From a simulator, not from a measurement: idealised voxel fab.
Documented hereafter: the process module known as voxel lift off.
It is cross-section cut that appears here, measuring 245 nm in width, its square cells being 5 nm in size.
A cross-section is a grid of square cells, given in bands from the top down. A band is one or more rows of cells. First you get the band's top height and its bottom height, in nm, and then the materials it's made of, left to right, with each width in nm. If you see a single material with "all across", that one covers the band edge to edge. "air" is empty space. A quick word on heights: they are counted from 0, and under that level the wafer as it came to us is one material throughout. The lowest band is different from the rest in having no bottom; it simply continues downward, written as in "from 0 down". A width given as "30->40" starts at the first number in the band's top row and ends at the second number in its bottom row, shifting by an equal amount at every step from row to row. The designation "same as before", where it is given for a processing step, indicates that no cell of the cross-section was altered in the course of that step. If an empty space has no open way to the top and is at least 8 cells in size, "Closed-off voids" lists it, written width x height at distance, where distance is measured from the left edge and every value is in nm. Step line, after settings: the simulator's comment on this step. Each step line may optionally specify "overlay nm", which for a step with a mask gives the rightward distance between the mask's planned place and where it lay, a negative value indicating the leftward direction.

## These are the steps we planned for the process
1,RECEIVE (material Si)
2,CONFORMAL_DEP (material Al2O3; thk nm 5)
3,PATTERN (tone open; mask id LINES; material resist; width nm 25; pitch nm 45; thk nm 20; overlay nm -15)
4,DIRECTIONAL_DEP (material Ru; thk nm 5)
5,STRIP (etch materials resist)
6,CONFORMAL_DEP (material SiO2; thk nm 10)
Split variable: overlay nm, step 3. Plan value = first wafer. Wafers start alike.

## The first of several wafers in cross-section, exactly as it reached us after step 1
> from 0 down = Si all across
> Closed-off voids: none

## First wafer of several, cross-section, module end, after step 6 (last)
> from 20 to 15 = air=15; SiO2=180; air=50
> from 15 to 10 = SiO2 all across
> from 10 to 5 = SiO2=25; Ru=25; SiO2=20; Ru=25; SiO2=20; Ru=25; SiO2=20; Ru=25; SiO2=60
> from 5 to 0 = Al2O3 all across
> from 0 down = Si all across
> Closed-off voids: none

## Final wafer cross-section at module end
> from 20 to 15 = air=45; SiO2=180; air=20
> from 15 to 10 = SiO2 all across
> from 10 to 5 = SiO2=55; Ru=25; SiO2=20; Ru=25; SiO2=20; Ru=25; SiO2=20; Ru=25; SiO2=30
> from 5 to 0 = Al2O3 all across
> from 0 down = Si all across
> Closed-off voids: none

## For your reference, the table is organized with a row per wafer; each row reflects the wafer at the end of the module, indicating for each material the cells gained (+) or lost (-) since receipt, and thereafter its closed voids
overlay nm -15; +49 Al2O3; +20 Ru; +114 SiO2; Closed-off voids: none
overlay nm -10; +49 Al2O3; +20 Ru; +114 SiO2; Closed-off voids: none
overlay nm -5; +49 Al2O3; +20 Ru; +114 SiO2; Closed-off voids: none
overlay nm 0; +49 Al2O3; +20 Ru; +114 SiO2; Closed-off voids: none
overlay nm 5; +49 Al2O3; +20 Ru; +114 SiO2; Closed-off voids: none
overlay nm 10; +49 Al2O3; +20 Ru; +114 SiO2; Closed-off voids: none
overlay nm 15; +49 Al2O3; +20 Ru; +114 SiO2; Closed-off voids: none
